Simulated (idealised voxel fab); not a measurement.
Herein follows the process module entitled voxel double patterning.
Cross-section cut spans 245 nm and uses square cells 5 nm in size.
Notation: cross-section as square-cell grid; stated in bands, top first, going down; one or more cell rows per band.
Read a band's entry like this: the first values are the height of its top and the height of its bottom in nm, and what follows is the sequence of materials from left to right, each with its width in nm. Note that "empty" is empty space, and that a single material marked "edge to edge" reaches across the band from edge to edge.
Height 0 is the level under which the wafer as received is all one material. The lowest band goes on downwards, as in "0..down".
Width "30..40": first value at the band's top row of cells, second value at its bottom row, equal change from row to row.
Step marked "no modification"? Then no cell in the cross-section changed in it.
"Enclosed voids" lists enclosed empty spaces (at least 8 cells, no open path upward to the top), each as width x height at distance from the left edge, in nm.
Whatever follows a step's settings on its line is a remark the simulator itself makes about that step.
Each step line may optionally specify "overlay nm", which for a step with a mask gives the rightward distance between the mask's planned place and where it lay, a negative value indicating the leftward direction.

So here's the lineup of process steps we planned
1,op RECEIVE | material Si
2,op CONFORMAL_DEP | material SiO2 | thk nm 10
3,op DIRECTIONAL_DEP | material W | thk nm 20
4,op DIRECTIONAL_DEP | material SiCN | thk nm 10
5,op MASKED_ETCH | tone open | mask id FIRST | width nm 15 | pitch nm 50 | etch materials SiCN | depth nm 10 | overlay nm 0
6,op MASKED_ETCH | tone open | mask id SECOND | width nm 15 | etch materials SiCN | depth nm 10 | overlay nm 0
7,op DIRECTIONAL_ETCH | etch materials W | depth nm 20
8,op STRIP | etch materials SiCN

The first of a set of two wafers, run to plan

As-received wafer cross-section (after step 1)
- 0..down: Si edge to edge
- Enclosed voids: none

Once step 2 is through, the wafer looks like this in cross-section
- 10..0: SiO2 edge to edge
- Below a height of 0, the structure has not been altered.

Once step 3 is through, the wafer looks like this in cross-section
- 30..10: W edge to edge
- Below a height of 10, the structure has not been altered.

Once step 4 is through, the wafer looks like this in cross-section
- 40..30: SiCN edge to edge
- Below a height of 30, the structure has not been altered.

Once step 5 is through, the wafer looks like this in cross-section
- 40..30: 90 SiCN  15 empty  35 SiCN  15 empty  90 SiCN
- Below a height of 30, the structure has not been altered.

Once step 6 is through, the wafer looks like this in cross-section
- 40..30: 90 SiCN  15 empty  10 SiCN  15 empty  10 SiCN  15 empty  90 SiCN
- Below a height of 30, the structure has not been altered.

Once step 7 is through, the wafer looks like this in cross-section
- 40..30: 90 SiCN  15 empty  10 SiCN  15 empty  10 SiCN  15 empty  90 SiCN
- 30..10: 90 W  15 empty  10 W  15 empty  10 W  15 empty  90 W
- Below a height of 10, the structure has not been altered.

Once step 8 is through, the wafer looks like this in cross-section
- 30..10: 90 W  15 empty  10 W  15 empty  10 W  15 empty  90 W
- Below a height of 10, the structure has not been altered.

Second wafer: like start, like plan, one mistake. Through step 5 it matches the first wafer

Cross-sectional view of the second wafer at the intended end time of process step 6
- 40..30: 90 SiCN  15 empty  10 SiCN  20 empty  5 SiCN  15 empty  90 SiCN
- Below a height of 30, the structure has not been altered.

Cross-sectional view of the second wafer at the intended end time of process step 7
- 40..30: 90 SiCN  15 empty  10 SiCN  20 empty  5 SiCN  15 empty  90 SiCN
- 30..10: 90 W  15 empty  10 W  20 empty  5 W  15 empty  90 W
- Below a height of 10, the structure has not been altered.

Cross-sectional view of the second wafer at the intended end time of process step 8
- 30..10: 90 W  15 empty  10 W  20 empty  5 W  15 empty  90 W
- Below a height of 10, the structure has not been altered.
Finding, execution versus plan: for step 6, the planned setting was not used; the step was instead run as op MASKED_ETCH | tone open | mask id SECOND | width nm 20 | etch materials SiCN | depth nm 10 | overlay nm 0
FYI, end of process, the second wafer has more or fewer cells of some materials than the first: 4 fewer of W
